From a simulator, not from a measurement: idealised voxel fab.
Process module under the name voxel self aligned vias
Cross-section cut spans 215 nm and uses square cells 5 nm in size.
For the purposes of this document, a cross-section shall be understood as a grid of square cells, specified as bands listed in top-to-bottom order, each band consisting of one or more rows of cells. Band: top height; bottom height; in nm. Then, left to right: material with width in nm, for each material. "edge to edge": a single material spanning edge to edge. "air": empty space. Heights are measured from 0, the level below which the as-received wafer is all one material; the lowest band has no bottom and continues downward, written as in "0 and below". A width given as "30 to 40" starts at the first number in the band's top row and ends at the second number in its bottom row, shifting by an equal amount at every step from row to row. "remained unchanged" -> step changed no cross-section cell. Empty spaces counting at least 8 cells and having no open way to the top are listed in "Completely sealed voids". The notation width x height at distance is used for each, the distance being from the left edge and all three values in nm. Note: text after step settings on the step line = simulator remark on that step. A step's line can hold "overlay nm"; with a mask on that step, the setting says how far right of the planned place the mask lay, while a negative setting says it lay to the left.

## List of planned process steps
1) RECEIVE | material Si
2) CONFORMAL_DEP | material SiO2 | thk nm 15
3) CONFORMAL_DEP | material SiCN | thk nm 5
4) DIRECTIONAL_DEP | material lowk | thk nm 30
5) PATTERN | tone open | mask id LINES | material resist | width nm 30 | pitch nm 70 | thk nm 15 | overlay nm 0
6) DIRECTIONAL_ETCH | etch materials lowk | depth nm 20
7) STRIP | etch materials resist
8) CONFORMAL_DEP | material TiN | thk nm 5
9) FILL_DEP | material W | thk nm 10
10) CMP | height nm 50
11) SELECTIVE_ETCH | etch materials W Ru TiN | depth nm 5
12) FILL_DEP | material SiN | thk nm 5
13) CMP | height nm 50
14) DIRECTIONAL_DEP | material lowk | thk nm 15
15) MASKED_ETCH | tone open | mask id VIAS | width nm 50 | pitch nm 70 | etch materials lowk | depth nm 15 | overlay nm 0
16) MASKED_ETCH | tone open | mask id VIAS | width nm 50 | pitch nm 70 | etch materials SiN | depth nm 5 | overlay nm 0
17) CONFORMAL_DEP | material TiN | thk nm 5
18) FILL_DEP | material W | thk nm 5
19) CMP | height nm 65
20) CONFORMAL_DEP | material SiCN | thk nm 5
The plan shows the depth nm of step 6 as the first wafer had it; this setting differs between the wafers, which start out alike.

## As received, i.e. after step 1: cross-section through the first of several wafers
- 0 and below | Si edge to edge
- Completely sealed voids: none

## Gained (+) or lost (-) cells of each material since receipt, then closed voids: one row per wafer, at the end of the module
depth nm 20, +86 SiCN, +129 SiO2, +52 TiN, +56 W, +279 lowk, Completely sealed voids: none
depth nm 25, +86 SiCN, +129 SiO2, +56 TiN, +64 W, +267 lowk, Completely sealed voids: none
depth nm 30, +86 SiCN, +129 SiO2, +60 TiN, +72 W, +255 lowk, Completely sealed voids: none
depth nm 35, +86 SiCN, +129 SiO2, +60 TiN, +72 W, +255 lowk, Completely sealed voids: none
depth nm 40, +86 SiCN, +129 SiO2, +60 TiN, +72 W, +255 lowk, Completely sealed voids: none
depth nm 45, +86 SiCN, +129 SiO2, +60 TiN, +72 W, +255 lowk, Completely sealed voids: none
